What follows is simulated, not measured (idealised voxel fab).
Process module, titled voxel transistor to metal
For reference, the cross-section in this document is cut, with width 210 nm and square cells of 5 nm.
Think of the cross-section as a grid of square cells. We describe it in bands, top to bottom, and each band covers one or more rows of those cells. First you get the band's top height and its bottom height, in nm, and then the materials it's made of, left to right, with each width in nm. If you see a single material with "throughout", that one covers the band edge to edge. "blank" is empty space. Below 0: as-received wafer, all one material; heights counted from there. Lowest band: no bottom, goes on down, written "0 down". Width "30->40": first value at the band's top row of cells, second value at its bottom row, equal change from row to row. Where a step carries "nothing altered", the cross-section came out of it unchanged, cell for cell. Look at "Closed internal cavities" for the closed voids: empty spaces with no open path to the top, sized 8 cells or up. Each is width x height at distance, distance from the left edge, all nm. If you see something after the settings on a step's line, that's the simulator's own remark about that step. For masked steps, "overlay nm" on the step line gives how far right of plan the mask actually lay; a minus sign means it lay to the left.
Here's what the planned process steps look like
1) RECEIVE: material Si
2) CONFORMAL_DEP: material SiO2, thk nm 5
3) CONFORMAL_DEP: material SiN, thk nm 10
4) DIRECTIONAL_DEP: material aC, thk nm 10
5) PATTERN: tone cover, mask id ACTIVE, material resist, width nm 135, thk nm 30, overlay nm 0
6) DIRECTIONAL_ETCH: etch materials aC, depth nm 10
7) STRIP: etch materials resist
8) DIRECTIONAL_ETCH: etch materials SiN, depth nm 10
9) DIRECTIONAL_ETCH: etch materials SiO2, depth nm 5
10) DIRECTIONAL_ETCH: etch materials Si, depth nm 25
11) STRIP: etch materials aC
12) OXIDIZE: depth nm 5
13) FILL_DEP: material SiO2, thk nm 15
14) CMP: height nm 15
15) SELECTIVE_ETCH: etch materials SiO2, depth nm 5
16) STRIP: etch materials SiN
17) SELECTIVE_ETCH: etch materials SiO2, depth nm 5
18) OXIDIZE: depth nm 5
19) DIRECTIONAL_DEP: material polySi, thk nm 20
20) DIRECTIONAL_DEP: material SiCN, thk nm 15
21) DIRECTIONAL_DEP: material aC, thk nm 10
22) PATTERN: tone cover, mask id GATE, material resist, width nm 35, thk nm 25, overlay nm 0
23) DIRECTIONAL_ETCH: etch materials aC, depth nm 10
24) STRIP: etch materials resist
25) DIRECTIONAL_ETCH: etch materials SiCN, depth nm 25
26) DIRECTIONAL_ETCH: etch materials polySi, depth nm 30
27) STRIP: etch materials aC
28) CONFORMAL_DEP: material SiO2, thk nm 5
29) DIRECTIONAL_ETCH: etch materials SiO2, depth nm 5
30) CONFORMAL_DEP: material SiN, thk nm 5
31) DIRECTIONAL_ETCH: etch materials SiN, depth nm 5
32) DIRECTIONAL_ETCH: etch materials SiO2, depth nm 5
33) EPI: material pSi, thk nm 5
34) FILL_DEP: material SiO2, thk nm 10
35) CMP: height nm 20
36) STRIP: etch materials polySi
37) SELECTIVE_ETCH: etch materials SiO2, depth nm 5
38) CONFORMAL_DEP: material HfO2, thk nm 5
39) CONFORMAL_DEP: material TiN, thk nm 5
40) FILL_DEP: material W, thk nm 10
41) CMP: height nm 15
42) DIRECTIONAL_DEP: material SiO2, thk nm 15
43) MASKED_ETCH: tone open, mask id CONTACT, width nm 20, pitch nm 95, etch materials SiO2, depth nm 30, overlay nm 0
44) CONFORMAL_DEP: material TiN, thk nm 5
45) FILL_DEP: material W, thk nm 10
46) CMP: height nm 30
47) CONFORMAL_DEP: material SiN, thk nm 5
48) DIRECTIONAL_DEP: material SiO2, thk nm 15
49) PATTERN: tone open, mask id METAL_1, material resist, width nm 20, pitch nm 95, thk nm 20, overlay nm 0
50) DIRECTIONAL_ETCH: etch materials SiO2, depth nm 15
51) DIRECTIONAL_ETCH: etch materials SiN, depth nm 5
52) STRIP: etch materials resist
53) CONFORMAL_DEP: material TiN, thk nm 5
54) FILL_DEP: material Cu, thk nm 10
55) CMP: height nm 50
56) EPI: material Ru, thk nm 5
57) FILL_DEP: material SiCN, thk nm 5
First wafer, as planned
Cross-section: wafer on arrival = after step 1
  0 down = Si throughout
  Closed internal cavities: none
You're looking at a cross-section of the wafer after step 2
  5 to 0 = SiO2 throughout
  Everything below 0 is unchanged.
You're looking at a cross-section of the wafer after step 3
  15 to 5 = SiN throughout
  Everything below 5 is unchanged.
You're looking at a cross-section of the wafer after step 4
  25 to 15 = aC throughout
  Everything below 15 is unchanged.
You're looking at a cross-section of the wafer after step 5
  55 to 25 = blank 35 nm | resist 135 nm | blank 40 nm
  Everything below 25 is unchanged.
You're looking at a cross-section of the wafer after step 6
  45 to 25 = blank 35 nm | resist 135 nm | blank 40 nm
  25 to 15 = blank 35 nm | aC 135 nm | blank 40 nm
  Everything below 15 is unchanged.
You're looking at a cross-section of the wafer after step 7
  25 to 15 = blank 35 nm | aC 135 nm | blank 40 nm
  Everything below 15 is unchanged.
You're looking at a cross-section of the wafer after step 8
  25 to 15 = blank 35 nm | aC 135 nm | blank 40 nm
  15 to 5 = blank 35 nm | SiN 135 nm | blank 40 nm
  Everything below 5 is unchanged.
You're looking at a cross-section of the wafer after step 9
  25 to 15 = blank 35 nm | aC 135 nm | blank 40 nm
  15 to 5 = blank 35 nm | SiN 135 nm | blank 40 nm
  5 to 0 = blank 35 nm | SiO2 135 nm | blank 40 nm
  Everything below 0 is unchanged.
You're looking at a cross-section of the wafer after step 10
  25 to 15 = blank 35 nm | aC 135 nm | blank 40 nm
  15 to 5 = blank 35 nm | SiN 135 nm | blank 40 nm
  5 to 0 = blank 35 nm | SiO2 135 nm | blank 40 nm
  0 to -25 = blank 35 nm | Si 135 nm | blank 40 nm
  Everything below -25 is unchanged.
You're looking at a cross-section of the wafer after step 11
  15 to 5 = blank 35 nm | SiN 135 nm | blank 40 nm
  Everything below 5 is unchanged.
You're looking at a cross-section of the wafer after step 12
  15 to 5 = blank 35 nm | SiN 135 nm | blank 40 nm
  5 to 0 = blank 35 nm | SiO2 135 nm | blank 40 nm
  0 to -25 = blank 35 nm | SiO2 5 nm | Si 125 nm | SiO2 5 nm | blank 40 nm
  -25 to -30 = SiO2 40 nm | Si 125 nm | SiO2 45 nm
  Everything below -30 is unchanged.
You're looking at a cross-section of the wafer after step 13
  30 to 15 = SiO2 throughout
  15 to 5 = SiO2 35 nm | SiN 135 nm | SiO2 40 nm
  5 to 0 = SiO2 throughout
  0 to -30 = SiO2 40 nm | Si 125 nm | SiO2 45 nm
  Everything below -30 is unchanged.
You're looking at a cross-section of the wafer after step 14
  15 to 5 = SiO2 35 nm | SiN 135 nm | SiO2 40 nm
  Everything below 5 is unchanged.
You're looking at a cross-section of the wafer after step 15
  15 to 10 = blank 35 nm | SiN 135 nm | blank 40 nm
  Everything below 10 is unchanged.
You're looking at a cross-section of the wafer after step 16
  10 to 5 = SiO2 35 nm | blank 135 nm | SiO2 40 nm
  Everything below 5 is unchanged.
You're looking at a cross-section of the wafer after step 17
  5 to 0 = SiO2 30 nm | blank 145 nm | SiO2 35 nm
  Everything below 0 is unchanged.
You're looking at a cross-section of the wafer after step 18
  5 to 0 = SiO2 30 nm | blank 145 nm | SiO2 35 nm
  0 to -5 = SiO2 throughout
  Everything below -5 is unchanged.
You're looking at a cross-section of the wafer after step 19
  25 to 20 = polySi 30 nm | blank 145 nm | polySi 35 nm
  20 to 5 = polySi throughout
  5 to 0 = SiO2 30 nm | polySi 145 nm | SiO2 35 nm
  Everything below 0 is unchanged.
You're looking at a cross-section of the wafer after step 20
  40 to 35 = SiCN 30 nm | blank 145 nm | SiCN 35 nm
  35 to 25 = SiCN throughout
  25 to 20 = polySi 30 nm | SiCN 145 nm | polySi 35 nm
  Everything below 20 is unchanged.
You're looking at a cross-section of the wafer after step 21
  50 to 45 = aC 30 nm | blank 145 nm | aC 35 nm
  45 to 40 = aC throughout
  40 to 35 = SiCN 30 nm | aC 145 nm | SiCN 35 nm
  Everything below 35 is unchanged.
You're looking at a cross-section of the wafer after step 22
  75 to 50 = blank 85 nm | resist 35 nm | blank 90 nm
  50 to 45 = aC 30 nm | blank 55 nm | resist 35 nm | blank 55 nm | aC 35 nm
  Everything below 45 is unchanged.
You're looking at a cross-section of the wafer after step 23
  65 to 45 = blank 85 nm | resist 35 nm | blank 90 nm
  45 to 40 = blank 85 nm | aC 35 nm | blank 90 nm
  40 to 35 = SiCN 30 nm | blank 55 nm | aC 35 nm | blank 55 nm | SiCN 35 nm
  Everything below 35 is unchanged.
You're looking at a cross-section of the wafer after step 24
  45 to 40 = blank 85 nm | aC 35 nm | blank 90 nm
  Everything below 40 is unchanged.
You're looking at a cross-section of the wafer after step 25
  45 to 35 = blank 85 nm | aC 35 nm | blank 90 nm
  35 to 25 = blank 85 nm | SiCN 35 nm | blank 90 nm
  25 to 20 = polySi 30 nm | blank 55 nm | SiCN 35 nm | blank 55 nm | polySi 35 nm
  Everything below 20 is unchanged.
You're looking at a cross-section of the wafer after step 26
  45 to 35 = blank 85 nm | aC 35 nm | blank 90 nm
  35 to 20 = blank 85 nm | SiCN 35 nm | blank 90 nm
  20 to 5 = blank 85 nm | polySi 35 nm | blank 90 nm
  5 to 0 = SiO2 30 nm | blank 55 nm | polySi 35 nm | blank 55 nm | SiO2 35 nm
  Everything below 0 is unchanged.
You're looking at a cross-section of the wafer after step 27
  35 to 20 = blank 85 nm | SiCN 35 nm | blank 90 nm
  Everything below 20 is unchanged.
You're looking at a cross-section of the wafer after step 28
  40 to 35 = blank 80 nm | SiO2 45 nm | blank 85 nm
  35 to 20 = blank 80 nm | SiO2 5 nm | SiCN 35 nm | SiO2 5 nm | blank 85 nm
  20 to 10 = blank 80 nm | SiO2 5 nm | polySi 35 nm | SiO2 5 nm | blank 85 nm
  10 to 5 = SiO2 35 nm | blank 45 nm | SiO2 5 nm | polySi 35 nm | SiO2 5 nm | blank 45 nm | SiO2 40 nm
  5 to 0 = SiO2 85 nm | polySi 35 nm | SiO2 90 nm
  Everything below 0 is unchanged.
You're looking at a cross-section of the wafer after step 29
  35 to 20 = blank 80 nm | SiO2 5 nm | SiCN 35 nm | SiO2 5 nm | blank 85 nm
  20 to 5 = blank 80 nm | SiO2 5 nm | polySi 35 nm | SiO2 5 nm | blank 85 nm
  5 to 0 = SiO2 35 nm | blank 45 nm | SiO2 5 nm | polySi 35 nm | SiO2 5 nm | blank 45 nm | SiO2 40 nm
  Everything below 0 is unchanged.
You're looking at a cross-section of the wafer after step 30
  40 to 35 = blank 75 nm | SiN 55 nm | blank 80 nm
  35 to 20 = blank 75 nm | SiN 5 nm | SiO2 5 nm | SiCN 35 nm | SiO2 5 nm | SiN 5 nm | blank 80 nm
  20 to 10 = blank 75 nm | SiN 5 nm | SiO2 5 nm | polySi 35 nm | SiO2 5 nm | SiN 5 nm | blank 80 nm
  10 to 5 = SiN 40 nm | blank 35 nm | SiN 5 nm | SiO2 5 nm | polySi 35 nm | SiO2 5 nm | SiN 5 nm | blank 35 nm | SiN 45 nm
  5 to 0 = SiO2 35 nm | SiN 45 nm | SiO2 5 nm | polySi 35 nm | SiO2 5 nm | SiN 45 nm | SiO2 40 nm
  Everything below 0 is unchanged.
You're looking at a cross-section of the wafer after step 31
  35 to 20 = blank 75 nm | SiN 5 nm | SiO2 5 nm | SiCN 35 nm | SiO2 5 nm | SiN 5 nm | blank 80 nm
  20 to 5 = blank 75 nm | SiN 5 nm | SiO2 5 nm | polySi 35 nm | SiO2 5 nm | SiN 5 nm | blank 80 nm
  5 to 0 = SiO2 35 nm | SiN 5 nm | blank 35 nm | SiN 5 nm | SiO2 5 nm | polySi 35 nm | SiO2 5 nm | SiN 5 nm | blank 35 nm | SiN 5 nm | SiO2 40 nm
  Everything below 0 is unchanged.
You're looking at a cross-section of the wafer after step 32
  35 to 30 = blank 75 nm | SiN 5 nm | blank 5 nm | SiCN 35 nm | blank 5 nm | SiN 5 nm | blank 80 nm
  30 to 20 = blank 75 nm | SiN 5 nm | SiO2 5 nm | SiCN 35 nm | SiO2 5 nm | SiN 5 nm | blank 80 nm
  20 to 5 = blank 75 nm | SiN 5 nm | SiO2 5 nm | polySi 35 nm | SiO2 5 nm | SiN 5 nm | blank 80 nm
  5 to 0 = blank 35 nm | SiN 5 nm | blank 35 nm | SiN 5 nm | SiO2 5 nm | polySi 35 nm | SiO2 5 nm | SiN 5 nm | blank 35 nm | SiN 5 nm | blank 40 nm
  0 to -5 = SiO2 40 nm | blank 35 nm | SiO2 55 nm | blank 35 nm | SiO2 45 nm
  Everything below -5 is unchanged.
You're looking at a cross-section of the wafer after step 33
  35 to 30 = blank 75 nm | SiN 5 nm | blank 5 nm | SiCN 35 nm | blank 5 nm | SiN 5 nm | blank 80 nm
  30 to 20 = blank 75 nm | SiN 5 nm | SiO2 5 nm | SiCN 35 nm | SiO2 5 nm | SiN 5 nm | blank 80 nm
  20 to 5 = blank 75 nm | SiN 5 nm | SiO2 5 nm | polySi 35 nm | SiO2 5 nm | SiN 5 nm | blank 80 nm
  5 to 0 = blank 35 nm | SiN 5 nm | blank 35 nm | SiN 5 nm | SiO2 5 nm | polySi 35 nm | SiO2 5 nm | SiN 5 nm | blank 35 nm | SiN 5 nm | blank 40 nm
  0 to -5 = SiO2 40 nm | pSi 35 nm | SiO2 55 nm | pSi 35 nm | SiO2 45 nm
  Everything below -5 is unchanged.
You're looking at a cross-section of the wafer after step 34
  45 to 35 = SiO2 throughout
  35 to 20 = SiO2 75 nm | SiN 5 nm | SiO2 5 nm | SiCN 35 nm | SiO2 5 nm | SiN 5 nm | SiO2 80 nm
  20 to 5 = SiO2 75 nm | SiN 5 nm | SiO2 5 nm | polySi 35 nm | SiO2 5 nm | SiN 5 nm | SiO2 80 nm
  5 to 0 = SiO2 35 nm | SiN 5 nm | SiO2 35 nm | SiN 5 nm | SiO2 5 nm | polySi 35 nm | SiO2 5 nm | SiN 5 nm | SiO2 35 nm | SiN 5 nm | SiO2 40 nm
  Everything below 0 is unchanged.
You're looking at a cross-section of the wafer after step 35
  20 to 5 = SiO2 75 nm | SiN 5 nm | SiO2 5 nm | polySi 35 nm | SiO2 5 nm | SiN 5 nm | SiO2 80 nm
  Everything below 5 is unchanged.
You're looking at a cross-section of the wafer after step 36
  20 to 5 = SiO2 75 nm | SiN 5 nm | SiO2 5 nm | blank 35 nm | SiO2 5 nm | SiN 5 nm | SiO2 80 nm
  5 to 0 = SiO2 35 nm | SiN 5 nm | SiO2 35 nm | SiN 5 nm | SiO2 5 nm | blank 35 nm | SiO2 5 nm | SiN 5 nm | SiO2 35 nm | SiN 5 nm | SiO2 40 nm
  Everything below 0 is unchanged.
You're looking at a cross-section of the wafer after step 37
  20 to 15 = blank 75 nm | SiN 5 nm | blank 45 nm | SiN 5 nm | blank 80 nm
  15 to 5 = SiO2 75 nm | SiN 5 nm | blank 45 nm | SiN 5 nm | SiO2 80 nm
  5 to 0 = SiO2 35 nm | SiN 5 nm | SiO2 35 nm | SiN 5 nm | blank 45 nm | SiN 5 nm | SiO2 35 nm | SiN 5 nm | SiO2 40 nm
  0 to -5 = SiO2 40 nm | pSi 35 nm | SiO2 5 nm | blank 45 nm | SiO2 5 nm | pSi 35 nm | SiO2 45 nm
  Everything below -5 is unchanged.
You're looking at a cross-section of the wafer after step 38
  25 to 20 = blank 70 nm | HfO2 15 nm | blank 35 nm | HfO2 15 nm | blank 75 nm
  20 to 15 = HfO2 75 nm | SiN 5 nm | HfO2 5 nm | blank 35 nm | HfO2 5 nm | SiN 5 nm | HfO2 80 nm
  15 to 5 = SiO2 75 nm | SiN 5 nm | HfO2 5 nm | blank 35 nm | HfO2 5 nm | SiN 5 nm | SiO2 80 nm
  5 to 0 = SiO2 35 nm | SiN 5 nm | SiO2 35 nm | SiN 5 nm | HfO2 5 nm | blank 35 nm | HfO2 5 nm | SiN 5 nm | SiO2 35 nm | SiN 5 nm | SiO2 40 nm
  0 to -5 = SiO2 40 nm | pSi 35 nm | SiO2 5 nm | HfO2 45 nm | SiO2 5 nm | pSi 35 nm | SiO2 45 nm
  Everything below -5 is unchanged.
You're looking at a cross-section of the wafer after step 39
  30 to 25 = blank 65 nm | TiN 25 nm | blank 25 nm | TiN 25 nm | blank 70 nm
  25 to 20 = TiN 70 nm | HfO2 15 nm | TiN 5 nm | blank 25 nm | TiN 5 nm | HfO2 15 nm | TiN 75 nm
  20 to 15 = HfO2 75 nm | SiN 5 nm | HfO2 5 nm | TiN 5 nm | blank 25 nm | TiN 5 nm | HfO2 5 nm | SiN 5 nm | HfO2 80 nm
  15 to 5 = SiO2 75 nm | SiN 5 nm | HfO2 5 nm | TiN 5 nm | blank 25 nm | TiN 5 nm | HfO2 5 nm | SiN 5 nm | SiO2 80 nm
  5 to 0 = SiO2 35 nm | SiN 5 nm | SiO2 35 nm | SiN 5 nm | HfO2 5 nm | TiN 35 nm | HfO2 5 nm | SiN 5 nm | SiO2 35 nm | SiN 5 nm | SiO2 40 nm
  Everything below 0 is unchanged.
You're looking at a cross-section of the wafer after step 40
  40 to 30 = W throughout
  30 to 25 = W 65 nm | TiN 25 nm | W 25 nm | TiN 25 nm | W 70 nm
  25 to 20 = TiN 70 nm | HfO2 15 nm | TiN 5 nm | W 25 nm | TiN 5 nm | HfO2 15 nm | TiN 75 nm
  20 to 15 = HfO2 75 nm | SiN 5 nm | HfO2 5 nm | TiN 5 nm | W 25 nm | TiN 5 nm | HfO2 5 nm | SiN 5 nm | HfO2 80 nm
  15 to 5 = SiO2 75 nm | SiN 5 nm | HfO2 5 nm | TiN 5 nm | W 25 nm | TiN 5 nm | HfO2 5 nm | SiN 5 nm | SiO2 80 nm
  Everything below 5 is unchanged.
You're looking at a cross-section of the wafer after step 41
  15 to 5 = SiO2 75 nm | SiN 5 nm | HfO2 5 nm | TiN 5 nm | W 25 nm | TiN 5 nm | HfO2 5 nm | SiN 5 nm | SiO2 80 nm
  Everything below 5 is unchanged.
You're looking at a cross-section of the wafer after step 42
  30 to 15 = SiO2 throughout
  Everything below 15 is unchanged.
You're looking at a cross-section of the wafer after step 43
  30 to 15 = SiO2 45 nm | blank 20 nm | SiO2 75 nm | blank 20 nm | SiO2 50 nm
  15 to 5 = SiO2 45 nm | blank 20 nm | SiO2 10 nm | SiN 5 nm | HfO2 5 nm | TiN 5 nm | W 25 nm | TiN 5 nm | HfO2 5 nm | SiN 5 nm | SiO2 10 nm | blank 20 nm | SiO2 50 nm
  5 to 0 = SiO2 35 nm | SiN 5 nm | SiO2 5 nm | blank 20 nm | SiO2 10 nm | SiN 5 nm | HfO2 5 nm | TiN 35 nm | HfO2 5 nm | SiN 5 nm | SiO2 10 nm | blank 20 nm | SiO2 5 nm | SiN 5 nm | SiO2 40 nm
  Everything below 0 is unchanged.
You're looking at a cross-section of the wafer after step 44
  35 to 30 = TiN 50 nm | blank 10 nm | TiN 85 nm | blank 10 nm | TiN 55 nm
  30 to 15 = SiO2 45 nm | TiN 5 nm | blank 10 nm | TiN 5 nm | SiO2 75 nm | TiN 5 nm | blank 10 nm | TiN 5 nm | SiO2 50 nm
  15 to 5 = SiO2 45 nm | TiN 5 nm | blank 10 nm | TiN 5 nm | SiO2 10 nm | SiN 5 nm | HfO2 5 nm | TiN 5 nm | W 25 nm | TiN 5 nm | HfO2 5 nm | SiN 5 nm | SiO2 10 nm | TiN 5 nm | blank 10 nm | TiN 5 nm | SiO2 50 nm
  5 to 0 = SiO2 35 nm | SiN 5 nm | SiO2 5 nm | TiN 20 nm | SiO2 10 nm | SiN 5 nm | HfO2 5 nm | TiN 35 nm | HfO2 5 nm | SiN 5 nm | SiO2 10 nm | TiN 20 nm | SiO2 5 nm | SiN 5 nm | SiO2 40 nm
  Everything below 0 is unchanged.
You're looking at a cross-section of the wafer after step 45
  45 to 35 = W throughout
  35 to 30 = TiN 50 nm | W 10 nm | TiN 85 nm | W 10 nm | TiN 55 nm
  30 to 15 = SiO2 45 nm | TiN 5 nm | W 10 nm | TiN 5 nm | SiO2 75 nm | TiN 5 nm | W 10 nm | TiN 5 nm | SiO2 50 nm
  15 to 5 = SiO2 45 nm | TiN 5 nm | W 10 nm | TiN 5 nm | SiO2 10 nm | SiN 5 nm | HfO2 5 nm | TiN 5 nm | W 25 nm | TiN 5 nm | HfO2 5 nm | SiN 5 nm | SiO2 10 nm | TiN 5 nm | W 10 nm | TiN 5 nm | SiO2 50 nm
  Everything below 5 is unchanged.
You're looking at a cross-section of the wafer after step 46
  30 to 15 = SiO2 45 nm | TiN 5 nm | W 10 nm | TiN 5 nm | SiO2 75 nm | TiN 5 nm | W 10 nm | TiN 5 nm | SiO2 50 nm
  Everything below 15 is unchanged.
You're looking at a cross-section of the wafer after step 47
  35 to 30 = SiN throughout
  Everything below 30 is unchanged.
You're looking at a cross-section of the wafer after step 48
  50 to 35 = SiO2 throughout
  Everything below 35 is unchanged.
You're looking at a cross-section of the wafer after step 49
  70 to 50 = resist 45 nm | blank 20 nm | resist 75 nm | blank 20 nm | resist 50 nm
  Everything below 50 is unchanged.
You're looking at a cross-section of the wafer after step 50
  70 to 50 = resist 45 nm | blank 20 nm | resist 75 nm | blank 20 nm | resist 50 nm
  50 to 35 = SiO2 45 nm | blank 20 nm | SiO2 75 nm | blank 20 nm | SiO2 50 nm
  Everything below 35 is unchanged.
You're looking at a cross-section of the wafer after step 51
  70 to 50 = resist 45 nm | blank 20 nm | resist 75 nm | blank 20 nm | resist 50 nm
  50 to 35 = SiO2 45 nm | blank 20 nm | SiO2 75 nm | blank 20 nm | SiO2 50 nm
  35 to 30 = SiN 45 nm | blank 20 nm | SiN 75 nm | blank 20 nm | SiN 50 nm
  Everything below 30 is unchanged.
You're looking at a cross-section of the wafer after step 52
  50 to 35 = SiO2 45 nm | blank 20 nm | SiO2 75 nm | blank 20 nm | SiO2 50 nm
  Everything below 35 is unchanged.
You're looking at a cross-section of the wafer after step 53
  55 to 50 = TiN 50 nm | blank 10 nm | TiN 85 nm | blank 10 nm | TiN 55 nm
  50 to 35 = SiO2 45 nm | TiN 5 nm | blank 10 nm | TiN 5 nm | SiO2 75 nm | TiN 5 nm | blank 10 nm | TiN 5 nm | SiO2 50 nm
  35 to 30 = SiN 45 nm | TiN 20 nm | SiN 75 nm | TiN 20 nm | SiN 50 nm
  Everything below 30 is unchanged.
You're looking at a cross-section of the wafer after step 54
  65 to 55 = Cu throughout
  55 to 50 = TiN 50 nm | Cu 10 nm | TiN 85 nm | Cu 10 nm | TiN 55 nm
  50 to 35 = SiO2 45 nm | TiN 5 nm | Cu 10 nm | TiN 5 nm | SiO2 75 nm | TiN 5 nm | Cu 10 nm | TiN 5 nm | SiO2 50 nm
  Everything below 35 is unchanged.
You're looking at a cross-section of the wafer after step 55
  50 to 35 = SiO2 45 nm | TiN 5 nm | Cu 10 nm | TiN 5 nm | SiO2 75 nm | TiN 5 nm | Cu 10 nm | TiN 5 nm | SiO2 50 nm
  Everything below 35 is unchanged.
You're looking at a cross-section of the wafer after step 56
  55 to 50 = blank 40 nm | Ru 30 nm | blank 65 nm | Ru 30 nm | blank 45 nm
  Everything below 50 is unchanged.
You're looking at a cross-section of the wafer after step 57
  60 to 55 = SiCN throughout
  55 to 50 = SiCN 40 nm | Ru 30 nm | SiCN 65 nm | Ru 30 nm | SiCN 45 nm
  Everything below 50 is unchanged.
The second wafer began exactly as the first did and followed the same plan, but one mistake was made while running it; through step 42 inclusive, the two wafers are identical
Cross-section of the second wafer when, according to plan, step 43 should have finished
  30 to 15 = blank 45 nm | SiO2 20 nm | blank 75 nm | SiO2 20 nm | blank 50 nm
  15 to 5 = blank 45 nm | SiO2 20 nm | blank 10 nm | SiN 5 nm | HfO2 5 nm | TiN 5 nm | W 25 nm | TiN 5 nm | HfO2 5 nm | SiN 5 nm | blank 10 nm | SiO2 20 nm | blank 50 nm
  5 to 0 = blank 35 nm | SiN 5 nm | blank 5 nm | SiO2 20 nm | blank 10 nm | SiN 5 nm | HfO2 5 nm | TiN 35 nm | HfO2 5 nm | SiN 5 nm | blank 10 nm | SiO2 20 nm | blank 5 nm | SiN 5 nm | blank 40 nm
  Everything below 0 is unchanged.
Cross-section of the second wafer when, according to plan, step 44 should have finished
  35 to 30 = blank 40 nm | TiN 30 nm | blank 65 nm | TiN 30 nm | blank 45 nm
  30 to 20 = blank 40 nm | TiN 5 nm | SiO2 20 nm | TiN 5 nm | blank 65 nm | TiN 5 nm | SiO2 20 nm | TiN 5 nm | blank 45 nm
  20 to 15 = blank 40 nm | TiN 5 nm | SiO2 20 nm | TiN 75 nm | SiO2 20 nm | TiN 5 nm | blank 45 nm
  15 to 5 = blank 40->30 nm | TiN 5->15 nm | SiO2 20 nm | TiN 10 nm | SiN 5 nm | HfO2 5 nm | TiN 5 nm | W 25 nm | TiN 5 nm | HfO2 5 nm | SiN 5 nm | TiN 10 nm | SiO2 20 nm | TiN 5->15 nm | blank 45->35 nm
  5 to 0 = TiN 35 nm | SiN 5 nm | TiN 5 nm | SiO2 20 nm | TiN 10 nm | SiN 5 nm | HfO2 5 nm | TiN 35 nm | HfO2 5 nm | SiN 5 nm | TiN 10 nm | SiO2 20 nm | TiN 5 nm | SiN 5 nm | TiN 40 nm
  Everything below 0 is unchanged.
Cross-section of the second wafer when, according to plan, step 45 should have finished
  45 to 35 = W throughout
  35 to 30 = W 40 nm | TiN 30 nm | W 65 nm | TiN 30 nm | W 45 nm
  30 to 20 = W 40 nm | TiN 5 nm | SiO2 20 nm | TiN 5 nm | W 65 nm | TiN 5 nm | SiO2 20 nm | TiN 5 nm | W 45 nm
  20 to 15 = W 40 nm | TiN 5 nm | SiO2 20 nm | TiN 75 nm | SiO2 20 nm | TiN 5 nm | W 45 nm
  15 to 5 = W 40->30 nm | TiN 5->15 nm | SiO2 20 nm | TiN 10 nm | SiN 5 nm | HfO2 5 nm | TiN 5 nm | W 25 nm | TiN 5 nm | HfO2 5 nm | SiN 5 nm | TiN 10 nm | SiO2 20 nm | TiN 5->15 nm | W 45->35 nm
  Everything below 5 is unchanged.
Cross-section of the second wafer when, according to plan, step 46 should have finished
  30 to 20 = W 40 nm | TiN 5 nm | SiO2 20 nm | TiN 5 nm | W 65 nm | TiN 5 nm | SiO2 20 nm | TiN 5 nm | W 45 nm
  Everything below 20 is unchanged.
Cross-section of the second wafer when, according to plan, step 47 should have finished
  35 to 30 = SiN throughout
  Everything below 30 is unchanged.
Cross-section of the second wafer when, according to plan, step 48 should have finished
  50 to 35 = SiO2 throughout
  Everything below 35 is unchanged.
Cross-section of the second wafer when, according to plan, step 49 should have finished
  70 to 50 = resist 45 nm | blank 20 nm | resist 75 nm | blank 20 nm | resist 50 nm
  Everything below 50 is unchanged.
Cross-section of the second wafer when, according to plan, step 50 should have finished
  70 to 50 = resist 45 nm | blank 20 nm | resist 75 nm | blank 20 nm | resist 50 nm
  50 to 35 = SiO2 45 nm | blank 20 nm | SiO2 75 nm | blank 20 nm | SiO2 50 nm
  Everything below 35 is unchanged.
Cross-section of the second wafer when, according to plan, step 51 should have finished
  70 to 50 = resist 45 nm | blank 20 nm | resist 75 nm | blank 20 nm | resist 50 nm
  50 to 35 = SiO2 45 nm | blank 20 nm | SiO2 75 nm | blank 20 nm | SiO2 50 nm
  35 to 30 = SiN 45 nm | blank 20 nm | SiN 75 nm | blank 20 nm | SiN 50 nm
  Everything below 30 is unchanged.
Cross-section of the second wafer when, according to plan, step 52 should have finished
  50 to 35 = SiO2 45 nm | blank 20 nm | SiO2 75 nm | blank 20 nm | SiO2 50 nm
  Everything below 35 is unchanged.
Cross-section of the second wafer when, according to plan, step 53 should have finished
  55 to 50 = TiN 50 nm | blank 10 nm | TiN 85 nm | blank 10 nm | TiN 55 nm
  50 to 35 = SiO2 45 nm | TiN 5 nm | blank 10 nm | TiN 5 nm | SiO2 75 nm | TiN 5 nm | blank 10 nm | TiN 5 nm | SiO2 50 nm
  35 to 30 = SiN 45 nm | TiN 20 nm | SiN 75 nm | TiN 20 nm | SiN 50 nm
  Everything below 30 is unchanged.
Cross-section of the second wafer when, according to plan, step 54 should have finished
  65 to 55 = Cu throughout
  55 to 50 = TiN 50 nm | Cu 10 nm | TiN 85 nm | Cu 10 nm | TiN 55 nm
  50 to 35 = SiO2 45 nm | TiN 5 nm | Cu 10 nm | TiN 5 nm | SiO2 75 nm | TiN 5 nm | Cu 10 nm | TiN 5 nm | SiO2 50 nm
  Everything below 35 is unchanged.
Cross-section of the second wafer when, according to plan, step 55 should have finished
  50 to 35 = SiO2 45 nm | TiN 5 nm | Cu 10 nm | TiN 5 nm | SiO2 75 nm | TiN 5 nm | Cu 10 nm | TiN 5 nm | SiO2 50 nm
  Everything below 35 is unchanged.
Cross-section of the second wafer when, according to plan, step 56 should have finished
  55 to 50 = blank 40 nm | Ru 30 nm | blank 65 nm | Ru 30 nm | blank 45 nm
  Everything below 50 is unchanged.
Cross-section of the second wafer when, according to plan, step 57 should have finished
  60 to 55 = SiCN throughout
  55 to 50 = SiCN 40 nm | Ru 30 nm | SiCN 65 nm | Ru 30 nm | SiCN 45 nm
  Everything below 50 is unchanged.
Against the plan, the run slipped here: step 43 did not happen as planned, as run it was MASKED_ETCH: tone cover, mask id CONTACT, width nm 20, pitch nm 95, etch materials SiO2, depth nm 30, overlay nm 0
at the end the second wafer has, in cells: SiO2 -121 | TiN +34 | W +87
